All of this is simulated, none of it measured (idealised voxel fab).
process module | voxel tone inversion
cross-section cut | 255 nm wide | cells 5 nm
A cross-section is a grid of square cells, given in bands from the top down. A band is one or more rows of cells.
Each band's line starts with the height of the band's top and of its bottom, in nm. Then come its materials from left to right, each with its width in nm. One material with "throughout" fills the band from edge to edge. "air" is empty space.
Height 0 is the level under which the wafer as received is all one material. The lowest band goes on downwards, as in "0 down".
A width such as "30 to 40" changes by the same amount from each row of cells to the next, from the band's top row to its bottom row.
"no change" after a step means that no cell of the cross-section changed.
closed voids: empty space of 8 cells or more with no open way to the top, each as width x height at its distance from the left edge, in nm
after a step's settings: what the simulator itself notes on the step
overlay nm, on a step with a mask: how far to the right of its planned place the mask lay; to the left if negative
plan
1 op RECEIVE | material Si
2 op CONFORMAL_DEP | material SiN | thk nm 5
3 op DIRECTIONAL_DEP | material aC | thk nm 20
4 op PATTERN | tone cover | mask id POSTS | material resist | width nm 25 | pitch nm 55 | thk nm 25 | overlay nm 0
5 op DIRECTIONAL_ETCH | etch materials aC | depth nm 20
6 op STRIP | etch materials resist
7 op FILL_DEP | material SiO2 | thk nm 10
8 op CMP | height nm 25
9 op STRIP | etch materials aC
10 op CONFORMAL_DEP | material TiN | thk nm 5
11 op FILL_DEP | material Cu | thk nm 10
12 op CMP | height nm 25
13 op CONFORMAL_DEP | material SiN | thk nm 5
first wafer, as planned
as received, after step 1
  0 down: Si throughout
  closed voids: none
after step 2
  5 to 0: SiN throughout
  below 0: unchanged
after step 3
  25 to 5: aC throughout
  below 5: unchanged
after step 4
  50 to 25: air 30 | resist 25 | air 30 | resist 25 | air 30 | resist 25 | air 30 | resist 25 | air 35
  below 25: unchanged
after step 5
  30 to 25: air 30 | resist 25 | air 30 | resist 25 | air 30 | resist 25 | air 30 | resist 25 | air 35
  25 to 5: air 30 | aC 25 | air 30 | aC 25 | air 30 | aC 25 | air 30 | aC 25 | air 35
  below 5: unchanged
after step 6
  25 to 5: air 30 | aC 25 | air 30 | aC 25 | air 30 | aC 25 | air 30 | aC 25 | air 35
  below 5: unchanged
after step 7
  35 to 25: SiO2 throughout
  25 to 5: SiO2 30 | aC 25 | SiO2 30 | aC 25 | SiO2 30 | aC 25 | SiO2 30 | aC 25 | SiO2 35
  below 5: unchanged
after step 8
  25 to 5: SiO2 30 | aC 25 | SiO2 30 | aC 25 | SiO2 30 | aC 25 | SiO2 30 | aC 25 | SiO2 35
  below 5: unchanged
after step 9
  25 to 5: SiO2 30 | air 25 | SiO2 30 | air 25 | SiO2 30 | air 25 | SiO2 30 | air 25 | SiO2 35
  below 5: unchanged
after step 10
  30 to 25: TiN 35 | air 15 | TiN 40 | air 15 | TiN 40 | air 15 | TiN 40 | air 15 | TiN 40
  25 to 10: SiO2 30 | TiN 5 | air 15 | TiN 5 | SiO2 30 | TiN 5 | air 15 | TiN 5 | SiO2 30 | TiN 5 | air 15 | TiN 5 | SiO2 30 | TiN 5 | air 15 | TiN 5 | SiO2 35
  10 to 5: SiO2 30 | TiN 25 | SiO2 30 | TiN 25 | SiO2 30 | TiN 25 | SiO2 30 | TiN 25 | SiO2 35
  below 5: unchanged
after step 11
  40 to 30: Cu throughout
  30 to 25: TiN 35 | Cu 15 | TiN 40 | Cu 15 | TiN 40 | Cu 15 | TiN 40 | Cu 15 | TiN 40
  25 to 10: SiO2 30 | TiN 5 | Cu 15 | TiN 5 | SiO2 30 | TiN 5 | Cu 15 | TiN 5 | SiO2 30 | TiN 5 | Cu 15 | TiN 5 | SiO2 30 | TiN 5 | Cu 15 | TiN 5 | SiO2 35
  below 10: unchanged
after step 12
  25 to 10: SiO2 30 | TiN 5 | Cu 15 | TiN 5 | SiO2 30 | TiN 5 | Cu 15 | TiN 5 | SiO2 30 | TiN 5 | Cu 15 | TiN 5 | SiO2 30 | TiN 5 | Cu 15 | TiN 5 | SiO2 35
  below 10: unchanged
after step 13
  30 to 25: SiN throughout
  below 25: unchanged
second wafer: like start, like plan, one mistake. Through step 1 it matches the first wafer
when step 2 should have ended
  20 to 0: aC throughout
  below 0: unchanged
when step 3 should have ended
  25 to 20: SiN throughout
  below 20: unchanged
when step 4 should have ended
  50 to 25: air 30 | resist 25 | air 30 | resist 25 | air 30 | resist 25 | air 30 | resist 25 | air 35
  below 25: unchanged
when step 5 should have ended
  30 to 25: air 30 | resist 25 | air 30 | resist 25 | air 30 | resist 25 | air 30 | resist 25 | air 35
  below 25: unchanged
when step 6 should have ended
  25 to 20: SiN throughout
  below 20: unchanged
when step 7 should have ended
  35 to 25: SiO2 throughout
  below 25: unchanged
when step 8 should have ended
  25 to 20: SiN throughout
  below 20: unchanged
when step 9 should have ended: no change
when step 10 should have ended
  30 to 25: TiN throughout
  below 25: unchanged
when step 11 should have ended
  40 to 30: Cu throughout
  below 30: unchanged
when step 12 should have ended
  25 to 20: SiN throughout
  below 20: unchanged
when step 13 should have ended
  30 to 20: SiN throughout
  below 20: unchanged
what went wrong: steps 2 and 3 were swapped
at the end the second wafer has, in cells: 36 fewer of Cu | 124 fewer of SiO2 | 44 fewer of TiN | 204 more of aC
